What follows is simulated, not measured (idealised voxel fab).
Name of the process module below: voxel spacer lines
Square cell edge 5 nm, section width 295 nm, ID cut.
In what follows, cross-sections appear as grids of square cells, described through bands that run from the top down, where every band is one or more rows of cells.
It is stipulated that each band's entry specify, in nanometres, the height of the top of the band and then that of its bottom, followed by the materials of the band in left-to-right sequence, each together with its width in nanometres. A single material marked by the word "all across" is understood to fill the band from edge to edge; the word "blank" is understood to denote empty space.
Ref level 0: as-received wafer is one material below here. Bottom band extends down with no lower bound ("z 0 and below").
Width spec "30 to 40" -> top row of cells at first value, bottom row at second value, equal per-row change in between.
You'll sometimes find "everything unchanged" written for a step, and that's the way of saying that nowhere in the cross-section did a cell change during that step.
"Closed internal cavities" means: voids of 8 cells or more that are shut off from the top with no open way through. Written width x height at distance, distance from the left edge, in nm.
On a step's line, text after the settings is the simulator commenting on that step.
"overlay nm" answers the question of how far to the right of plan the mask lay on a step that has a mask, and when it is negative the answer is to the left.
## Process steps (planned)
| 1 | RECEIVE,material Si |
| 2 | CONFORMAL_DEP,material Al2O3,thk nm 5 |
| 3 | DIRECTIONAL_DEP,material SiN,thk nm 15 |
| 4 | DIRECTIONAL_DEP,material aC,thk nm 20 |
| 5 | PATTERN,tone cover,mask id MANDREL,material resist,width nm 15,pitch nm 60,thk nm 25,overlay nm 0 |
| 6 | DIRECTIONAL_ETCH,etch materials aC,depth nm 20 |
| 7 | STRIP,etch materials resist |
| 8 | CONFORMAL_DEP,material SiO2,thk nm 15 |
| 9 | DIRECTIONAL_ETCH,etch materials SiO2,depth nm 15 |
| 10 | STRIP,etch materials aC |
| 11 | DIRECTIONAL_ETCH,etch materials SiN,depth nm 15 |
| 12 | STRIP,etch materials SiO2 |
| 13 | FILL_DEP,material SiO2,thk nm 10 |
| 14 | CMP,height nm 20 |
## Cross-section: wafer on arrival = after step 1
z 0 and below = Si all across
Closed internal cavities: none
## Cross-section, end of module. Start: as above. Plan: as above. Execution: one mistake
z 20 to 5 = SiO2=105; SiN=15; SiO2=15; SiN=15; SiO2=15; SiN=15; SiO2=15; SiN=15; SiO2=85
z 5 to 0 = Al2O3 all across
z 0 and below = Si all across
Closed internal cavities: none
Error vs. plan: step 5 deviated from plan and actually ran as PATTERN,tone cover,mask id MANDREL,material resist,width nm 15,pitch nm 60,thk nm 25,overlay nm 10
